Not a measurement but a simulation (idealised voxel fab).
Herein follows the process module entitled voxel capacitor over wiring.
Cross-section cut spans 270 nm and uses square cells 5 nm in size.
Heads up, the way a cross-section reads in here is a grid of square cells, handed over as bands from the top down, with every band being one or more rows of cells. It is stipulated that each band's entry specify, in nanometres, the height of the top of the band and then that of its bottom, followed by the materials of the band in left-to-right sequence, each together with its width in nanometres. A single material marked by the word "all across" is understood to fill the band from edge to edge; the word "air" is understood to denote empty space. Note: height 0 marks the level under which the wafer is uniformly one material as received. Lowest band unbounded below, written "0 nm and below". Width spec "30..40" -> top row of cells at first value, bottom row at second value, equal per-row change in between. The designation "same as before", where it is given for a processing step, indicates that no cell of the cross-section was altered in the course of that step. "Closed cavity list" contains a list of empty spaces, each no smaller than 8 cells and without an open way to the top, written in the form width x height at distance with the distance from the left edge and all three in nm. Past the settings on a step's line: simulator remark, on that step. "overlay nm", when on a step's line for a step with a mask, measures how far to the right of its planned place the mask lay; a negative measure means to the left.

-- These are the steps we planned for the process
1) op RECEIVE | material Si
2) op CONFORMAL_DEP | material SiO2 | thk nm 15
3) op CONFORMAL_DEP | material SiN | thk nm 5
4) op DIRECTIONAL_DEP | material lowk | thk nm 15
5) op PATTERN | tone open | mask id METAL_1 | material resist | width nm 25 | pitch nm 85 | thk nm 15 | overlay nm 0
6) op DIRECTIONAL_ETCH | etch materials lowk | depth nm 15
7) op DIRECTIONAL_ETCH | etch materials SiN | depth nm 5
8) op STRIP | etch materials resist
9) op CONFORMAL_DEP | material TiN | thk nm 5
10) op FILL_DEP | material Cu | thk nm 10
11) op CMP | height nm 35
12) op CONFORMAL_DEP | material SiCN | thk nm 5
13) op DIRECTIONAL_DEP | material lowk | thk nm 20
14) op PATTERN | tone open | mask id PLUG_1 | material resist | width nm 15 | thk nm 15 | overlay nm 0
15) op DIRECTIONAL_ETCH | etch materials lowk | depth nm 20
16) op DIRECTIONAL_ETCH | etch materials SiCN | depth nm 5
17) op STRIP | etch materials resist
18) op EPI | material Ru | thk nm 10
19) op EPI | material Ru | thk nm 10
20) op EPI | material Ru | thk nm 5
21) op DIRECTIONAL_DEP | material TiN | thk nm 5
22) op DIRECTIONAL_DEP | material HfO2 | thk nm 5
23) op DIRECTIONAL_DEP | material TiN | thk nm 10
24) op DIRECTIONAL_DEP | material aC | thk nm 10
25) op PATTERN | tone cover | mask id UPPER_PLATE | material resist | width nm 65 | thk nm 30 | overlay nm 0
26) op DIRECTIONAL_ETCH | etch materials aC | depth nm 10
27) op STRIP | etch materials resist
28) op DIRECTIONAL_ETCH | etch materials TiN | depth nm 10
29) op DIRECTIONAL_ETCH | etch materials HfO2 | depth nm 5
30) op STRIP | etch materials aC
31) op DIRECTIONAL_DEP | material aC | thk nm 15
32) op PATTERN | tone cover | mask id LOWER_PLATE | material resist | width nm 75 | thk nm 35 | overlay nm 0
33) op DIRECTIONAL_ETCH | etch materials aC | depth nm 15
34) op STRIP | etch materials resist
35) op DIRECTIONAL_ETCH | etch materials TiN | depth nm 5
36) op STRIP | etch materials aC
37) op FILL_DEP | material SiO2 | thk nm 20
38) op CMP | height nm 95
39) op DIRECTIONAL_DEP | material aC | thk nm 10
40) op PATTERN | tone open | mask id PLUG_2 | material resist | width nm 15 | thk nm 25 | overlay nm 0
41) op DIRECTIONAL_ETCH | etch materials aC | depth nm 10
42) op STRIP | etch materials resist
43) op DIRECTIONAL_ETCH | etch materials SiO2 | depth nm 15
44) op STRIP | etch materials aC
45) op CONFORMAL_DEP | material TiN | thk nm 5
46) op FILL_DEP | material Cu | thk nm 5
47) op CMP | height nm 95
48) op CONFORMAL_DEP | material SiCN | thk nm 5

-- As-received state of the wafer in cross-section, equivalent to post-step 1
0 nm and below = Si all across
Closed cavity list: none

-- Sectioned view, first of two wafers, at the close of the module, processed as intended in the plan
100 nm to 95 nm = SiCN all across
95 nm to 85 nm = SiO2=100, TiN=5, Cu=5, TiN=5, SiO2=155
85 nm to 80 nm = SiO2=100, TiN=15, SiO2=155
80 nm to 70 nm = SiO2=90, TiN=65, SiO2=115
70 nm to 65 nm = SiO2=90, HfO2=65, SiO2=115
65 nm to 60 nm = SiO2=85, TiN=75, SiO2=110
60 nm to 40 nm = lowk=90, Ru=15, lowk=165
40 nm to 35 nm = SiCN=90, Ru=15, SiCN=165
35 nm to 20 nm = lowk=80, TiN=5, Cu=15, TiN=5, lowk=60, TiN=5, Cu=15, TiN=5, lowk=80
20 nm to 15 nm = SiN=80, TiN=25, SiN=60, TiN=25, SiN=80
15 nm to 0 nm = SiO2 all across
0 nm and below = Si all across
Closed cavity list: none

-- Cross-sectional view of the second of two wafers upon completion of the module. This wafer shared its starting condition and process plan with the first; one error was made during its execution
100 nm to 95 nm = SiCN all across
95 nm to 85 nm = SiO2=100, TiN=5, Cu=5, TiN=5, SiO2=155
85 nm to 75 nm = SiO2=100..105, TiN=15..50, SiO2=155..115
75 nm to 70 nm = SiO2=90, TiN=65, SiO2=115
70 nm to 65 nm = SiO2=90, TiN=15, HfO2=50, SiO2=115
65 nm to 60 nm = SiO2=85, TiN=5, HfO2=15, TiN=55, SiO2=110
60 nm to 55 nm = SiCN=90, TiN=15, SiCN=165
55 nm to 35 nm = lowk all across
35 nm to 20 nm = lowk=80, TiN=5, Cu=15, TiN=5, lowk=60, TiN=5, Cu=15, TiN=5, lowk=80
20 nm to 15 nm = SiN=80, TiN=25, SiN=60, TiN=25, SiN=80
15 nm to 0 nm = SiO2 all across
0 nm and below = Si all across
Closed cavity list: none
Run error: a sequencing error occurred in which plan steps 12 and 13 were transposed
The closing comparison, in cells, has the second wafer with more or fewer of some materials than the first: 15 fewer of Ru; 3 more of SiO2; 12 more of lowk
